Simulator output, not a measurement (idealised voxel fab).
process module | voxel capacitor over wiring
cross-section cut | 270 nm wide | cells 5 nm
A cross-section is a grid of square cells, given in bands from the top down. A band is one or more rows of cells.
Each band's line starts with the height of the band's top and of its bottom, in nm. Then come its materials from left to right, each with its width in nm. One material with "throughout" fills the band from edge to edge. "air" is empty space.
Height 0 is the level under which the wafer as received is all one material. The lowest band goes on downwards, as in "0 down".
A width such as "30 to 40" changes by the same amount from each row of cells to the next, from the band's top row to its bottom row.
"no change" after a step means that no cell of the cross-section changed.
closed voids: empty space of 8 cells or more with no open way to the top, each as width x height at its distance from the left edge, in nm
after a step's settings: what the simulator itself notes on the step
overlay nm, on a step with a mask: how far to the right of its planned place the mask lay; to the left if negative
Each pair below shows a cross-section before one step and the cross-section after it, down to the lowest band that changed. The line under each pair gives the step between them, with its settings. The pairs can come from different runs of this module on the same starting wafer, so a pair continues from the pair above only where its "before" says so.
before
  95 to 85: SiO2 105 | air 15 | SiO2 150
  85 to 80: SiO2 95 | TiN 55 | SiO2 120
  80 to 75: SiO2 95 | HfO2 55 | SiO2 120
  75 to 65: SiO2 90 | TiN 65 | SiO2 115
  65 to 45: lowk 95 | TiN 5 | Cu 5 | TiN 5 | lowk 160
  45 to 40: SiCN 95 | TiN 15 | SiCN 160
  40 to 35: SiO2 80 | TiN 5 | Cu 20 | TiN 5 | SiO2 50 | TiN 5 | Cu 20 | TiN 5 | SiO2 80
  35 to 30: SiN 80 | TiN 30 | SiN 50 | TiN 30 | SiN 80
  30 to 0: SiO2 throughout
  0 down: Si throughout
  closed voids: none
after
  100 to 95: TiN 110 | air 5 | TiN 155
  95 to 90: SiO2 105 | TiN 5 | air 5 | TiN 5 | SiO2 150
  90 to 80: SiO2 105 to 95 | TiN 15 to 55 | SiO2 150 to 120
  below 80: unchanged
  closed voids: none
the step between: op CONFORMAL_DEP | material TiN | thk nm 5
before: the cross-section after the pair above
after
  105 to 100: Ru throughout
  100 to 95: TiN 110 | Ru 5 | TiN 155
  95 to 90: SiO2 105 | TiN 5 | Ru 5 | TiN 5 | SiO2 150
  below 90: unchanged
  closed voids: none
the step between: op FILL_DEP | material Ru | thk nm 5
before: the cross-section after the pair above
after
  95 to 90: SiO2 105 | TiN 5 | Ru 5 | TiN 5 | SiO2 150
  below 90: unchanged
  closed voids: none
the step between: op CMP | height nm 95
before: the cross-section after the pair above
after
  100 to 95: SiN throughout
  below 95: unchanged
  closed voids: none
the step between: op CONFORMAL_DEP | material SiN | thk nm 5
before
  65 to 45: lowk 95 | TiN 5 | Cu 5 | TiN 5 | lowk 160
  45 to 40: SiCN 95 | TiN 15 | SiCN 160
  40 to 20: SiO2 80 | TiN 5 | Cu 20 | TiN 5 | SiO2 50 | TiN 5 | Cu 20 | TiN 5 | SiO2 80
  20 to 15: SiN 80 | TiN 30 | SiN 50 | TiN 30 | SiN 80
  15 to 0: SiO2 throughout
  0 down: Si throughout
  closed voids: none
after
  70 to 65: HfO2 throughout
  below 65: unchanged
  closed voids: none
the step between: op DIRECTIONAL_DEP | material HfO2 | thk nm 5
before: the cross-section after the pair above
after
  80 to 70: TiN throughout
  below 70: unchanged
  closed voids: none
the step between: op DIRECTIONAL_DEP | material TiN | thk nm 10
before: the cross-section after the pair above
after
  85 to 70: TiN throughout
  below 70: unchanged
  closed voids: none
the step between: op DIRECTIONAL_DEP | material TiN | thk nm 5
before: the cross-section after the pair above
after
  100 to 85: air 95 | resist 55 | air 120
  below 85: unchanged
  closed voids: none
the step between: op PATTERN | tone cover | mask id UPPER_PLATE | material resist | width nm 55 | thk nm 15 | overlay nm 0
before: the cross-section after the pair above
after
  100 to 85: air 95 | resist 55 | air 120
  85 to 80: air 95 | TiN 55 | air 120
  below 80: unchanged
  closed voids: none
the step between: op DIRECTIONAL_ETCH | etch materials TiN | depth nm 5
before: the cross-section after the pair above
after
  85 to 80: air 95 | TiN 55 | air 120
  below 80: unchanged
  closed voids: none
the step between: op STRIP | etch materials resist
before: the cross-section after the pair above
after
  95 to 90: air 95 | aC 55 | air 120
  90 to 85: aC throughout
  85 to 80: aC 95 | TiN 55 | aC 120
  below 80: unchanged
  closed voids: none
the step between: op DIRECTIONAL_DEP | material aC | thk nm 10
before: the cross-section after the pair above
after
  120 to 95: air 90 | resist 65 | air 115
  95 to 90: air 90 | resist 5 | aC 55 | resist 5 | air 115
  below 90: unchanged
  closed voids: none
the step between: op PATTERN | tone cover | mask id LOWER_PLATE | material resist | width nm 65 | thk nm 25 | overlay nm 0
before: the cross-section after the pair above
after
  110 to 95: air 90 | resist 65 | air 115
  95 to 90: air 90 | resist 5 | aC 55 | resist 5 | air 115
  90 to 85: air 90 | aC 65 | air 115
  85 to 80: air 90 | aC 5 | TiN 55 | aC 5 | air 115
  below 80: unchanged
  closed voids: none
the step between: op DIRECTIONAL_ETCH | etch materials aC | depth nm 10
before: the cross-section after the pair above
after
  95 to 85: air 95 to 90 | aC 55 to 65 | air 120 to 115
  below 85: unchanged
  closed voids: none
the step between: op STRIP | etch materials resist
before: the cross-section after the pair above
after
  95 to 85: air 95 to 90 | aC 55 to 65 | air 120 to 115
  85 to 80: air 90 | aC 5 | TiN 55 | aC 5 | air 115
  80 to 70: air 90 | TiN 65 | air 115
  below 70: unchanged
  closed voids: none
the step between: op DIRECTIONAL_ETCH | etch materials TiN | depth nm 10
before: the cross-section after the pair above
after
  85 to 80: air 95 | TiN 55 | air 120
  below 80: unchanged
  closed voids: none
the step between: op STRIP | etch materials aC
before: the cross-section after the pair above
after
  100 to 85: SiO2 throughout
  85 to 80: SiO2 95 | TiN 55 | SiO2 120
  80 to 70: SiO2 90 | TiN 65 | SiO2 115
  below 70: unchanged
  closed voids: none
the step between: op FILL_DEP | material SiO2 | thk nm 15
before: the cross-section after the pair above
after
  95 to 85: SiO2 throughout
  below 85: unchanged
  closed voids: none
the step between: op CMP | height nm 95
before: the cross-section after the pair above
after
  105 to 95: aC throughout
  below 95: unchanged
  closed voids: none
the step between: op DIRECTIONAL_DEP | material aC | thk nm 10
before: the cross-section after the pair above
after
  135 to 105: resist 105 | air 15 | resist 150
  below 105: unchanged
  closed voids: none
the step between: op PATTERN | tone open | mask id PLUG_2 | material resist | width nm 15 | thk nm 30 | overlay nm 0
before: the cross-section after the pair above
after
  125 to 105: resist 105 | air 15 | resist 150
  105 to 95: aC 105 | air 15 | aC 150
  below 95: unchanged
  closed voids: none
the step between: op DIRECTIONAL_ETCH | etch materials aC | depth nm 10
before: the cross-section after the pair above
after
  105 to 95: aC 105 | air 15 | aC 150
  below 95: unchanged
  closed voids: none
the step between: op STRIP | etch materials resist
before: the cross-section after the pair above
after
  105 to 95: aC 105 | air 15 | aC 150
  95 to 85: SiO2 105 | air 15 | SiO2 150
  below 85: unchanged
  closed voids: none
the step between: op DIRECTIONAL_ETCH | etch materials SiO2 | depth nm 10
before: the cross-section after the pair above
after
  95 to 85: SiO2 105 | air 15 | SiO2 150
  below 85: unchanged
  closed voids: none
the step between: op STRIP | etch materials aC
before: the cross-section after the pair above
after
  100 to 95: TiN 110 | air 5 | TiN 155
  95 to 90: SiO2 105 | TiN 5 | air 5 | TiN 5 | SiO2 150
  90 to 80: SiO2 105 to 95 | TiN 15 to 55 | SiO2 150 to 120
  below 80: unchanged
  closed voids: none
the step between: op CONFORMAL_DEP | material TiN | thk nm 5
before: the cross-section after the pair above
after
  105 to 100: Ru throughout
  100 to 95: TiN 110 | Ru 5 | TiN 155
  95 to 90: SiO2 105 | TiN 5 | Ru 5 | TiN 5 | SiO2 150
  below 90: unchanged
  closed voids: none
the step between: op FILL_DEP | material Ru | thk nm 5
before: the cross-section after the pair above
after
  95 to 90: SiO2 105 | TiN 5 | Ru 5 | TiN 5 | SiO2 150
  below 90: unchanged
  closed voids: none
the step between: op CMP | height nm 95
before: the cross-section after the pair above
after
  100 to 95: SiN throughout
  below 95: unchanged
  closed voids: none
the step between: op CONFORMAL_DEP | material SiN | thk nm 5
before
  15 to 0: SiO2 throughout
  0 down: Si throughout
  closed voids: none
after
  30 to 15: SiN throughout
  below 15: unchanged
  closed voids: none
the step between: op CONFORMAL_DEP | material SiN | thk nm 15
before: the cross-section after the pair above
after
  50 to 30: SiO2 throughout
  below 30: unchanged
  closed voids: none
the step between: op DIRECTIONAL_DEP | material SiO2 | thk nm 20
before: the cross-section after the pair above
after
  65 to 50: aC throughout
  below 50: unchanged
  closed voids: none
the step between: op DIRECTIONAL_DEP | material aC | thk nm 15
before: the cross-section after the pair above
after
  100 to 65: resist 80 | air 30 | resist 50 | air 30 | resist 80
  below 65: unchanged
  closed voids: none
the step between: op PATTERN | tone open | mask id METAL_1 | material resist | width nm 30 | pitch nm 80 | thk nm 35 | overlay nm 0
before: the cross-section after the pair above
after
  85 to 65: resist 80 | air 30 | resist 50 | air 30 | resist 80
  65 to 50: aC 80 | air 30 | aC 50 | air 30 | aC 80
  below 50: unchanged
  closed voids: none
the step between: op DIRECTIONAL_ETCH | etch materials aC | depth nm 15
before: the cross-section after the pair above
after
  65 to 50: aC 80 | air 30 | aC 50 | air 30 | aC 80
  below 50: unchanged
  closed voids: none
the step between: op STRIP | etch materials resist
before: the cross-section after the pair above
after
  65 to 50: aC 80 | air 30 | aC 50 | air 30 | aC 80
  50 to 30: SiO2 80 | air 30 | SiO2 50 | air 30 | SiO2 80
  below 30: unchanged
  closed voids: none
the step between: op DIRECTIONAL_ETCH | etch materials SiO2 | depth nm 20
before: the cross-section after the pair above
after
  65 to 50: aC 80 | air 30 | aC 50 | air 30 | aC 80
  50 to 30: SiO2 80 | air 30 | SiO2 50 | air 30 | SiO2 80
  30 to 25: SiN 80 | air 30 | SiN 50 | air 30 | SiN 80
  below 25: unchanged
  closed voids: none
the step between: op DIRECTIONAL_ETCH | etch materials SiN | depth nm 5
before: the cross-section after the pair above
after
  50 to 30: SiO2 80 | air 30 | SiO2 50 | air 30 | SiO2 80
  below 30: unchanged
  closed voids: none
the step between: op STRIP | etch materials aC
before: the cross-section after the pair above
after
  55 to 50: TiN 85 | air 20 | TiN 60 | air 20 | TiN 85
  50 to 30: SiO2 80 | TiN 5 | air 20 | TiN 5 | SiO2 50 | TiN 5 | air 20 | TiN 5 | SiO2 80
  30 to 25: SiN 80 | TiN 30 | SiN 50 | TiN 30 | SiN 80
  below 25: unchanged
  closed voids: none
the step between: op CONFORMAL_DEP | material TiN | thk nm 5
before: the cross-section after the pair above
after
  60 to 55: Cu throughout
  55 to 50: TiN 85 | Cu 20 | TiN 60 | Cu 20 | TiN 85
  50 to 30: SiO2 80 | TiN 5 | Cu 20 | TiN 5 | SiO2 50 | TiN 5 | Cu 20 | TiN 5 | SiO2 80
  below 30: unchanged
  closed voids: none
the step between: op FILL_DEP | material Cu | thk nm 5
before: the cross-section after the pair above
after
  40 to 30: SiO2 80 | TiN 5 | Cu 20 | TiN 5 | SiO2 50 | TiN 5 | Cu 20 | TiN 5 | SiO2 80
  below 30: unchanged
  closed voids: none
the step between: op CMP | height nm 40
before: the cross-section after the pair above
after
  45 to 40: SiCN throughout
  below 40: unchanged
  closed voids: none
the step between: op CONFORMAL_DEP | material SiCN | thk nm 5
before: the cross-section after the pair above
after
  65 to 45: lowk throughout
  below 45: unchanged
  closed voids: none
the step between: op DIRECTIONAL_DEP | material lowk | thk nm 20
before: the cross-section after the pair above
after
  65 to 45: lowk 95 | air 15 | lowk 160
  below 45: unchanged
  closed voids: none
the step between: op MASKED_ETCH | tone open | mask id PLUG_1 | width nm 15 | etch materials lowk | depth nm 20 | overlay nm 0
before: the cross-section after the pair above
after
  65 to 45: lowk 95 | air 15 | lowk 160
  45 to 40: SiCN 95 | air 15 | SiCN 160
  below 40: unchanged
  closed voids: none
the step between: op MASKED_ETCH | tone open | mask id PLUG_1 | width nm 15 | etch materials SiCN | depth nm 5 | overlay nm 0
before: the cross-section after the pair above
after
  70 to 65: TiN 100 | air 5 | TiN 165
  65 to 45: lowk 95 | TiN 5 | air 5 | TiN 5 | lowk 160
  45 to 40: SiCN 95 | TiN 15 | SiCN 160
  below 40: unchanged
  closed voids: none
the step between: op CONFORMAL_DEP | material TiN | thk nm 5
before: the cross-section after the pair above
after
  75 to 70: Cu throughout
  70 to 65: TiN 100 | Cu 5 | TiN 165
  65 to 45: lowk 95 | TiN 5 | Cu 5 | TiN 5 | lowk 160
  below 45: unchanged
  closed voids: none
the step between: op FILL_DEP | material Cu | thk nm 5
before: the cross-section after the pair above
after
  65 to 45: lowk 95 | TiN 5 | Cu 5 | TiN 5 | lowk 160
  below 45: unchanged
  closed voids: none
the step between: op CMP | height nm 65
before: the cross-section after the pair above
after
  75 to 65: TiN throughout
  below 65: unchanged
  closed voids: none
the step between: op DIRECTIONAL_DEP | material TiN | thk nm 10
before: the cross-section after the pair above
after
  80 to 75: HfO2 throughout
  below 75: unchanged
  closed voids: none
the step between: op DIRECTIONAL_DEP | material HfO2 | thk nm 5
before: the cross-section after the pair above
after
  85 to 80: TiN throughout
  below 80: unchanged
  closed voids: none
the step between: op DIRECTIONAL_DEP | material TiN | thk nm 5
before: the cross-section after the pair above
after
  100 to 85: air 95 | resist 55 | air 120
  below 85: unchanged
  closed voids: none
the step between: op PATTERN | tone cover | mask id UPPER_PLATE | material resist | width nm 55 | thk nm 15 | overlay nm 0
before: the cross-section after the pair above
after
  100 to 85: air 95 | resist 55 | air 120
  85 to 80: air 95 | TiN 55 | air 120
  below 80: unchanged
  closed voids: none
the step between: op DIRECTIONAL_ETCH | etch materials TiN | depth nm 5
before: the cross-section after the pair above
after
  100 to 85: air 95 | resist 55 | air 120
  85 to 80: air 95 | TiN 55 | air 120
  80 to 75: air 95 | HfO2 55 | air 120
  below 75: unchanged
  closed voids: none
the step between: op DIRECTIONAL_ETCH | etch materials HfO2 | depth nm 5
before: the cross-section after the pair above
after
  85 to 80: air 95 | TiN 55 | air 120
  below 80: unchanged
  closed voids: none
the step between: op STRIP | etch materials resist
before: the cross-section after the pair above
after
  95 to 85: air 95 | aC 55 | air 120
  85 to 80: aC 95 | TiN 55 | aC 120
  80 to 75: aC 95 | HfO2 55 | aC 120
  below 75: unchanged
  closed voids: none
the step between: op DIRECTIONAL_DEP | material aC | thk nm 10
before: the cross-section after the pair above
after
  120 to 95: air 90 | resist 65 | air 115
  95 to 85: air 90 | resist 5 | aC 55 | resist 5 | air 115
  below 85: unchanged
  closed voids: none
the step between: op PATTERN | tone cover | mask id LOWER_PLATE | material resist | width nm 65 | thk nm 25 | overlay nm 0
before: the cross-section after the pair above
after
  110 to 95: air 90 | resist 65 | air 115
  95 to 85: air 90 | resist 5 | aC 55 | resist 5 | air 115
  85 to 80: air 90 | aC 5 | TiN 55 | aC 5 | air 115
  80 to 75: air 90 | aC 5 | HfO2 55 | aC 5 | air 115
  below 75: unchanged
  closed voids: none
the step between: op DIRECTIONAL_ETCH | etch materials aC | depth nm 10
before: the cross-section after the pair above
after
  95 to 85: air 95 | aC 55 | air 120
  below 85: unchanged
  closed voids: none
the step between: op STRIP | etch materials resist
before: the cross-section after the pair above
after
  95 to 85: air 95 | aC 55 | air 120
  85 to 80: air 90 | aC 5 | TiN 55 | aC 5 | air 115
  80 to 75: air 90 | aC 5 | HfO2 55 | aC 5 | air 115
  75 to 65: air 90 | TiN 65 | air 115
  below 65: unchanged
  closed voids: none
the step between: op DIRECTIONAL_ETCH | etch materials TiN | depth nm 10
before: the cross-section after the pair above
after
  85 to 80: air 95 | TiN 55 | air 120
  80 to 75: air 95 | HfO2 55 | air 120
  below 75: unchanged
  closed voids: none
the step between: op STRIP | etch materials aC
before: the cross-section after the pair above
after
  100 to 85: SiO2 throughout
  85 to 80: SiO2 95 | TiN 55 | SiO2 120
  80 to 75: SiO2 95 | HfO2 55 | SiO2 120
  75 to 65: SiO2 90 | TiN 65 | SiO2 115
  below 65: unchanged
  closed voids: none
the step between: op FILL_DEP | material SiO2 | thk nm 15
before: the cross-section after the pair above
after
  95 to 85: SiO2 throughout
  below 85: unchanged
  closed voids: none
the step between: op CMP | height nm 95
before: the cross-section after the pair above
after
  105 to 95: aC throughout
  below 95: unchanged
  closed voids: none
the step between: op DIRECTIONAL_DEP | material aC | thk nm 10
before: the cross-section after the pair above
after
  135 to 105: resist 105 | air 15 | resist 150
  below 105: unchanged
  closed voids: none
the step between: op PATTERN | tone open | mask id PLUG_2 | material resist | width nm 15 | thk nm 30 | overlay nm 0
before: the cross-section after the pair above
after
  125 to 105: resist 105 | air 15 | resist 150
  105 to 95: aC 105 | air 15 | aC 150
  below 95: unchanged
  closed voids: none
the step between: op DIRECTIONAL_ETCH | etch materials aC | depth nm 10
before: the cross-section after the pair above
after
  105 to 95: aC 105 | air 15 | aC 150
  below 95: unchanged
  closed voids: none
the step between: op STRIP | etch materials resist
before: the cross-section after the pair above
after
  105 to 95: aC 105 | air 15 | aC 150
  95 to 85: SiO2 105 | air 15 | SiO2 150
  below 85: unchanged
  closed voids: none
the step between: op DIRECTIONAL_ETCH | etch materials SiO2 | depth nm 10
before: the cross-section after the pair above
after
  95 to 85: SiO2 105 | air 15 | SiO2 150
  below 85: unchanged
  closed voids: none
the step between: op STRIP | etch materials aC
before: the cross-section after the pair above
after
  100 to 95: TiN 110 | air 5 | TiN 155
  95 to 90: SiO2 105 | TiN 5 | air 5 | TiN 5 | SiO2 150
  90 to 80: SiO2 105 to 95 | TiN 15 to 55 | SiO2 150 to 120
  below 80: unchanged
  closed voids: none
the step between: op CONFORMAL_DEP | material TiN | thk nm 5
before: the cross-section after the pair above
after
  105 to 100: Ru throughout
  100 to 95: TiN 110 | Ru 5 | TiN 155
  95 to 90: SiO2 105 | TiN 5 | Ru 5 | TiN 5 | SiO2 150
  below 90: unchanged
  closed voids: none
the step between: op FILL_DEP | material Ru | thk nm 5
before: the cross-section after the pair above
after
  95 to 90: SiO2 105 | TiN 5 | Ru 5 | TiN 5 | SiO2 150
  below 90: unchanged
  closed voids: none
the step between: op CMP | height nm 95
before: the cross-section after the pair above
after
  100 to 95: SiN throughout
  below 95: unchanged
  closed voids: none
the step between: op CONFORMAL_DEP | material SiN | thk nm 5
before
  55 to 40: aC throughout
  40 to 20: SiO2 throughout
  20 to 15: SiN throughout
  15 to 0: SiO2 throughout
  0 down: Si throughout
  closed voids: none
after
  90 to 55: resist 85 | air 25 | resist 55 | air 25 | resist 80
  below 55: unchanged
  closed voids: none
the step between: op PATTERN | tone open | mask id METAL_1 | material resist | width nm 25 | pitch nm 80 | thk nm 35 | overlay nm 0
before: the cross-section after the pair above
after
  75 to 55: resist 85 | air 25 | resist 55 | air 25 | resist 80
  55 to 40: aC 85 | air 25 | aC 55 | air 25 | aC 80
  below 40: unchanged
  closed voids: none
the step between: op DIRECTIONAL_ETCH | etch materials aC | depth nm 15
before: the cross-section after the pair above
after
  55 to 40: aC 85 | air 25 | aC 55 | air 25 | aC 80
  below 40: unchanged
  closed voids: none
the step between: op STRIP | etch materials resist
before: the cross-section after the pair above
after
  55 to 40: aC 85 | air 25 | aC 55 | air 25 | aC 80
  40 to 20: SiO2 85 | air 25 | SiO2 55 | air 25 | SiO2 80
  below 20: unchanged
  closed voids: none
the step between: op DIRECTIONAL_ETCH | etch materials SiO2 | depth nm 20
before: the cross-section after the pair above
after
  55 to 40: aC 85 | air 25 | aC 55 | air 25 | aC 80
  40 to 20: SiO2 85 | air 25 | SiO2 55 | air 25 | SiO2 80
  20 to 15: SiN 85 | air 25 | SiN 55 | air 25 | SiN 80
  below 15: unchanged
  closed voids: none
the step between: op DIRECTIONAL_ETCH | etch materials SiN | depth nm 5
before: the cross-section after the pair above
after
  40 to 20: SiO2 85 | air 25 | SiO2 55 | air 25 | SiO2 80
  below 20: unchanged
  closed voids: none
the step between: op STRIP | etch materials aC
before: the cross-section after the pair above
after
  45 to 40: TiN 90 | air 15 | TiN 65 | air 15 | TiN 85
  40 to 20: SiO2 85 | TiN 5 | air 15 | TiN 5 | SiO2 55 | TiN 5 | air 15 | TiN 5 | SiO2 80
  20 to 15: SiN 85 | TiN 25 | SiN 55 | TiN 25 | SiN 80
  below 15: unchanged
  closed voids: none
the step between: op CONFORMAL_DEP | material TiN | thk nm 5
before: the cross-section after the pair above
after
  50 to 45: Cu throughout
  45 to 40: TiN 90 | Cu 15 | TiN 65 | Cu 15 | TiN 85
  40 to 20: SiO2 85 | TiN 5 | Cu 15 | TiN 5 | SiO2 55 | TiN 5 | Cu 15 | TiN 5 | SiO2 80
  below 20: unchanged
  closed voids: none
the step between: op FILL_DEP | material Cu | thk nm 5
before: the cross-section after the pair above
after
  40 to 20: SiO2 85 | TiN 5 | Cu 15 | TiN 5 | SiO2 55 | TiN 5 | Cu 15 | TiN 5 | SiO2 80
  below 20: unchanged
  closed voids: none
the step between: op CMP | height nm 40
before: the cross-section after the pair above
after
  45 to 40: SiCN throughout
  below 40: unchanged
  closed voids: none
the step between: op CONFORMAL_DEP | material SiCN | thk nm 5
before: the cross-section after the pair above
after
  65 to 45: lowk throughout
  below 45: unchanged
  closed voids: none
the step between: op DIRECTIONAL_DEP | material lowk | thk nm 20
before: the cross-section after the pair above
after
  65 to 45: lowk 95 | air 15 | lowk 160
  below 45: unchanged
  closed voids: none
the step between: op MASKED_ETCH | tone open | mask id PLUG_1 | width nm 15 | etch materials lowk | depth nm 20 | overlay nm 0
before: the cross-section after the pair above
after
  65 to 45: lowk 95 | air 15 | lowk 160
  45 to 40: SiCN 95 | air 15 | SiCN 160
  below 40: unchanged
  closed voids: none
the step between: op MASKED_ETCH | tone open | mask id PLUG_1 | width nm 15 | etch materials SiCN | depth nm 5 | overlay nm 0
before: the cross-section after the pair above
after
  70 to 65: TiN 100 | air 5 | TiN 165
  65 to 45: lowk 95 | TiN 5 | air 5 | TiN 5 | lowk 160
  45 to 40: SiCN 95 | TiN 15 | SiCN 160
  below 40: unchanged
  closed voids: none
the step between: op CONFORMAL_DEP | material TiN | thk nm 5
before: the cross-section after the pair above
after
  75 to 70: Cu throughout
  70 to 65: TiN 100 | Cu 5 | TiN 165
  65 to 45: lowk 95 | TiN 5 | Cu 5 | TiN 5 | lowk 160
  below 45: unchanged
  closed voids: none
the step between: op FILL_DEP | material Cu | thk nm 5
before: the cross-section after the pair above
after
  65 to 45: lowk 95 | TiN 5 | Cu 5 | TiN 5 | lowk 160
  below 45: unchanged
  closed voids: none
the step between: op CMP | height nm 65
before: the cross-section after the pair above
after
  75 to 65: TiN throughout
  below 65: unchanged
  closed voids: none
the step between: op DIRECTIONAL_DEP | material TiN | thk nm 10
before: the cross-section after the pair above
after
  80 to 75: HfO2 throughout
  below 75: unchanged
  closed voids: none
the step between: op DIRECTIONAL_DEP | material HfO2 | thk nm 5
before: the cross-section after the pair above
after
  85 to 80: TiN throughout
  below 80: unchanged
  closed voids: none
the step between: op DIRECTIONAL_DEP | material TiN | thk nm 5
before: the cross-section after the pair above
after
  100 to 85: air 95 | resist 55 | air 120
  below 85: unchanged
  closed voids: none
the step between: op PATTERN | tone cover | mask id UPPER_PLATE | material resist | width nm 55 | thk nm 15 | overlay nm 0
before: the cross-section after the pair above
after
  100 to 85: air 95 | resist 55 | air 120
  85 to 80: air 95 | TiN 55 | air 120
  below 80: unchanged
  closed voids: none
the step between: op DIRECTIONAL_ETCH | etch materials TiN | depth nm 5
before: the cross-section after the pair above
after
  100 to 85: air 95 | resist 55 | air 120
  85 to 80: air 95 | TiN 55 | air 120
  80 to 75: air 95 | HfO2 55 | air 120
  below 75: unchanged
  closed voids: none
the step between: op DIRECTIONAL_ETCH | etch materials HfO2 | depth nm 5
before: the cross-section after the pair above
after
  85 to 80: air 95 | TiN 55 | air 120
  below 80: unchanged
  closed voids: none
the step between: op STRIP | etch materials resist
before: the cross-section after the pair above
after
  95 to 85: air 95 | aC 55 | air 120
  85 to 80: aC 95 | TiN 55 | aC 120
  80 to 75: aC 95 | HfO2 55 | aC 120
  below 75: unchanged
  closed voids: none
the step between: op DIRECTIONAL_DEP | material aC | thk nm 10
before: the cross-section after the pair above
after
  120 to 95: air 90 | resist 65 | air 115
  95 to 85: air 90 | resist 5 | aC 55 | resist 5 | air 115
  below 85: unchanged
  closed voids: none
the step between: op PATTERN | tone cover | mask id LOWER_PLATE | material resist | width nm 65 | thk nm 25 | overlay nm 0
before: the cross-section after the pair above
after
  110 to 95: air 90 | resist 65 | air 115
  95 to 85: air 90 | resist 5 | aC 55 | resist 5 | air 115
  85 to 80: air 90 | aC 5 | TiN 55 | aC 5 | air 115
  80 to 75: air 90 | aC 5 | HfO2 55 | aC 5 | air 115
  below 75: unchanged
  closed voids: none
the step between: op DIRECTIONAL_ETCH | etch materials aC | depth nm 10
before: the cross-section after the pair above
after
  95 to 85: air 95 | aC 55 | air 120
  below 85: unchanged
  closed voids: none
the step between: op STRIP | etch materials resist
before: the cross-section after the pair above
after
  95 to 85: air 95 | aC 55 | air 120
  85 to 80: air 90 | aC 5 | TiN 55 | aC 5 | air 115
  80 to 75: air 90 | aC 5 | HfO2 55 | aC 5 | air 115
  75 to 65: air 90 | TiN 65 | air 115
  below 65: unchanged
  closed voids: none
the step between: op DIRECTIONAL_ETCH | etch materials TiN | depth nm 10
before: the cross-section after the pair above
after
  85 to 80: air 95 | TiN 55 | air 120
  80 to 75: air 95 | HfO2 55 | air 120
  below 75: unchanged
  closed voids: none
the step between: op STRIP | etch materials aC
before: the cross-section after the pair above
after
  100 to 85: SiO2 throughout
  85 to 80: SiO2 95 | TiN 55 | SiO2 120
  80 to 75: SiO2 95 | HfO2 55 | SiO2 120
  75 to 65: SiO2 90 | TiN 65 | SiO2 115
  below 65: unchanged
  closed voids: none
the step between: op FILL_DEP | material SiO2 | thk nm 15
before: the cross-section after the pair above
after
  95 to 85: SiO2 throughout
  below 85: unchanged
  closed voids: none
the step between: op CMP | height nm 95
before: the cross-section after the pair above
after
  105 to 95: aC throughout
  below 95: unchanged
  closed voids: none
the step between: op DIRECTIONAL_DEP | material aC | thk nm 10
before: the cross-section after the pair above
after
  135 to 105: resist 105 | air 15 | resist 150
  below 105: unchanged
  closed voids: none
the step between: op PATTERN | tone open | mask id PLUG_2 | material resist | width nm 15 | thk nm 30 | overlay nm 0
before: the cross-section after the pair above
after
  125 to 105: resist 105 | air 15 | resist 150
  105 to 95: aC 105 | air 15 | aC 150
  below 95: unchanged
  closed voids: none
the step between: op DIRECTIONAL_ETCH | etch materials aC | depth nm 10
before: the cross-section after the pair above
after
  105 to 95: aC 105 | air 15 | aC 150
  below 95: unchanged
  closed voids: none
the step between: op STRIP | etch materials resist
before: the cross-section after the pair above
after
  105 to 95: aC 105 | air 15 | aC 150
  95 to 85: SiO2 105 | air 15 | SiO2 150
  below 85: unchanged
  closed voids: none
the step between: op DIRECTIONAL_ETCH | etch materials SiO2 | depth nm 10
before: the cross-section after the pair above
after
  95 to 85: SiO2 105 | air 15 | SiO2 150
  below 85: unchanged
  closed voids: none
the step between: op STRIP | etch materials aC
before: the cross-section after the pair above
after
  100 to 95: TiN 110 | air 5 | TiN 155
  95 to 90: SiO2 105 | TiN 5 | air 5 | TiN 5 | SiO2 150
  90 to 80: SiO2 105 to 95 | TiN 15 to 55 | SiO2 150 to 120
  below 80: unchanged
  closed voids: none
the step between: op CONFORMAL_DEP | material TiN | thk nm 5
before: the cross-section after the pair above
after
  105 to 100: Ru throughout
  100 to 95: TiN 110 | Ru 5 | TiN 155
  95 to 90: SiO2 105 | TiN 5 | Ru 5 | TiN 5 | SiO2 150
  below 90: unchanged
  closed voids: none
the step between: op FILL_DEP | material Ru | thk nm 5
before: the cross-section after the pair above
after
  95 to 90: SiO2 105 | TiN 5 | Ru 5 | TiN 5 | SiO2 150
  below 90: unchanged
  closed voids: none
the step between: op CMP | height nm 95
before: the cross-section after the pair above
after
  100 to 95: SiN throughout
  below 95: unchanged
  closed voids: none
the step between: op CONFORMAL_DEP | material SiN | thk nm 5
before
  95 to 85: air 95 | aC 55 | air 120
  85 to 80: aC 95 | TiN 55 | aC 120
  80 to 75: aC 95 | HfO2 55 | aC 120
  75 to 65: TiN throughout
  65 to 45: lowk 95 | TiN 5 | Cu 5 | TiN 5 | lowk 160
  45 to 40: SiCN 95 | TiN 15 | SiCN 160
  40 to 20: SiO2 80 | TiN 5 | Cu 20 | TiN 5 | SiO2 50 | TiN 5 | Cu 20 | TiN 5 | SiO2 80
  20 to 15: SiN 80 | TiN 30 | SiN 50 | TiN 30 | SiN 80
  15 to 0: SiO2 throughout
  0 down: Si throughout
  closed voids: none
after
  120 to 95: air 100 | resist 65 | air 105
  95 to 85: air 95 | aC 55 | resist 15 | air 105
  below 85: unchanged
  closed voids: none
the step between: op PATTERN | tone cover | mask id LOWER_PLATE | material resist | width nm 65 | thk nm 25 | overlay nm 10
before: the cross-section after the pair above
after
  110 to 95: air 100 | resist 65 | air 105
  95 to 85: air 100 | aC 50 | resist 15 | air 105
  85 to 80: air 95 | TiN 55 | aC 15 | air 105
  80 to 75: air 95 | HfO2 55 | aC 15 | air 105
  below 75: unchanged
  closed voids: none
the step between: op DIRECTIONAL_ETCH | etch materials aC | depth nm 10
before: the cross-section after the pair above
after
  95 to 85: air 100 | aC 50 | air 120
  below 85: unchanged
  closed voids: none
the step between: op STRIP | etch materials resist
before: the cross-section after the pair above
after
  95 to 85: air 100 | aC 50 | air 120
  85 to 80: air 100 | TiN 50 | aC 15 | air 105
  80 to 75: air 95 | HfO2 55 | aC 15 | air 105
  75 to 65: air 95 | TiN 70 | air 105
  below 65: unchanged
  closed voids: none
the step between: op DIRECTIONAL_ETCH | etch materials TiN | depth nm 10
before: the cross-section after the pair above
after
  85 to 80: air 100 | TiN 50 | air 120
  80 to 75: air 95 | HfO2 55 | air 120
  below 75: unchanged
  closed voids: none
the step between: op STRIP | etch materials aC
before: the cross-section after the pair above
after
  100 to 85: SiO2 throughout
  85 to 80: SiO2 100 | TiN 50 | SiO2 120
  80 to 75: SiO2 95 | HfO2 55 | SiO2 120
  75 to 65: SiO2 95 | TiN 70 | SiO2 105
  below 65: unchanged
  closed voids: none
the step between: op FILL_DEP | material SiO2 | thk nm 15
before: the cross-section after the pair above
after
  95 to 85: SiO2 throughout
  below 85: unchanged
  closed voids: none
the step between: op CMP | height nm 95
before: the cross-section after the pair above
after
  105 to 95: aC throughout
  below 95: unchanged
  closed voids: none
the step between: op DIRECTIONAL_DEP | material aC | thk nm 10
